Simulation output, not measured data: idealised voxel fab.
process module | voxel wiring stack
cross-section cut | 265 nm wide | cells 5 nm
A cross-section is a grid of square cells, given in bands from the top down. A band is one or more rows of cells.
Each band's line starts with the height of the band's top and of its bottom, in nm. Then come its materials from left to right, each with its width in nm. One material with "throughout" fills the band from edge to edge. "air" is empty space.
Height 0 is the level under which the wafer as received is all one material. The lowest band goes on downwards, as in "0 down".
A width such as "30 to 40" changes by the same amount from each row of cells to the next, from the band's top row to its bottom row.
"no change" after a step means that no cell of the cross-section changed.
closed voids: empty space of 8 cells or more with no open way to the top, each as width x height at its distance from the left edge, in nm
after a step's settings: what the simulator itself notes on the step
overlay nm, on a step with a mask: how far to the right of its planned place the mask lay; to the left if negative
plan
1 op RECEIVE | material Si
2 op CONFORMAL_DEP | material SiO2 | thk nm 10
3 op DIRECTIONAL_DEP | material TiN | thk nm 5
4 op DIRECTIONAL_DEP | material W | thk nm 25
5 op PATTERN | tone cover | mask id METAL_1 | material resist | width nm 30 | pitch nm 55 | thk nm 15 | overlay nm 0
6 op DIRECTIONAL_ETCH | etch materials W | depth nm 25
7 op DIRECTIONAL_ETCH | etch materials TiN | depth nm 5
8 op STRIP | etch materials resist
9 op FILL_DEP | material SiO2 | thk nm 10
10 op CMP | height nm 40
11 op CONFORMAL_DEP | material SiCN | thk nm 5
12 op DIRECTIONAL_DEP | material SiO2 | thk nm 30
13 op PATTERN | tone open | mask id METAL_2_HOLES | material resist | width nm 15 | pitch nm 55 | thk nm 20 | overlay nm 0
14 op DIRECTIONAL_ETCH | etch materials SiO2 | depth nm 30
15 op STRIP | etch materials resist
16 op DIRECTIONAL_DEP | material aC | thk nm 15
17 op PATTERN | tone open | mask id METAL_2 | material resist | width nm 30 | pitch nm 55 | thk nm 35 | overlay nm 0
18 op DIRECTIONAL_ETCH | etch materials aC | depth nm 15
19 op STRIP | etch materials resist
20 op DIRECTIONAL_ETCH | etch materials SiO2 | depth nm 20
21 op DIRECTIONAL_ETCH | etch materials SiCN | depth nm 5
22 op STRIP | etch materials aC
23 op CONFORMAL_DEP | material TiN | thk nm 5
24 op FILL_DEP | material Ru | thk nm 5
25 op CMP | height nm 75
26 op CONFORMAL_DEP | material SiCN | thk nm 5
27 op DIRECTIONAL_DEP | material lowk | thk nm 10
28 op MASKED_ETCH | tone open | mask id PLUG_2 | width nm 15 | pitch nm 110 | etch materials lowk | depth nm 10 | overlay nm 0
29 op MASKED_ETCH | tone open | mask id PLUG_2 | width nm 15 | pitch nm 110 | etch materials SiCN | depth nm 5 | overlay nm 0
30 op CONFORMAL_DEP | material TiN | thk nm 5
31 op FILL_DEP | material Cu | thk nm 10
32 op CMP | height nm 90
33 op DIRECTIONAL_DEP | material TiN | thk nm 5
34 op DIRECTIONAL_DEP | material Ru | thk nm 25
35 op MASKED_ETCH | tone cover | mask id METAL_3 | width nm 30 | pitch nm 55 | etch materials Ru | depth nm 25 | overlay nm 0
36 op MASKED_ETCH | tone cover | mask id METAL_3 | width nm 30 | pitch nm 55 | etch materials TiN | depth nm 5 | overlay nm 0
37 op CONFORMAL_DEP | material SiN | thk nm 5
38 op FILL_DEP | material lowk | thk nm 5
39 op CMP | height nm 120
40 op CONFORMAL_DEP | material SiN | thk nm 5
as received, after step 1
  0 down: Si throughout
  closed voids: none
a wafer at the end: this start, this plan, one mistake
  125 to 120: SiN throughout
  120 to 95: lowk 30 | SiN 5 | Ru 30 | SiN 5 | lowk 15 | SiN 5 | Ru 30 | SiN 5 | lowk 15 | SiN 5 | Ru 30 | SiN 5 | lowk 15 | SiN 5 | Ru 30 | SiN 5 | lowk 30
  95 to 90: SiN 35 | TiN 30 | SiN 25 | TiN 30 | SiN 25 | TiN 30 | SiN 25 | TiN 30 | SiN 35
  90 to 85: SiCN 35 | TiN 15 | SiCN 95 | TiN 15 | SiCN 105
  85 to 75: lowk throughout
  75 to 60: SiO2 35 | TiN 5 | Ru 20 | TiN 5 | SiO2 25 | TiN 5 | Ru 20 | TiN 5 | SiO2 25 | TiN 5 | Ru 20 | TiN 5 | SiO2 25 | TiN 5 | Ru 20 | TiN 5 | SiO2 35
  60 to 55: SiO2 35 | TiN 5 | Ru 5 | TiN 20 | SiO2 25 | TiN 5 | Ru 5 | TiN 20 | SiO2 25 | TiN 5 | Ru 5 | TiN 20 | SiO2 25 | TiN 5 | Ru 5 | TiN 20 | SiO2 35
  55 to 45: SiO2 35 | TiN 5 | Ru 5 | TiN 5 | SiO2 40 | TiN 5 | Ru 5 | TiN 5 | SiO2 40 | TiN 5 | Ru 5 | TiN 5 | SiO2 40 | TiN 5 | Ru 5 | TiN 5 | SiO2 50
  45 to 40: SiCN 35 | TiN 15 | SiCN 40 | TiN 15 | SiCN 40 | TiN 15 | SiCN 40 | TiN 15 | SiCN 50
  40 to 15: SiO2 35 | W 30 | SiO2 25 | W 30 | SiO2 25 | W 30 | SiO2 25 | W 30 | SiO2 35
  15 to 10: SiO2 35 | TiN 30 | SiO2 25 | TiN 30 | SiO2 25 | TiN 30 | SiO2 25 | TiN 30 | SiO2 35
  10 to 0: SiO2 throughout
  0 down: Si throughout
  closed voids: none
what went wrong: steps 26 and 27 were swapped
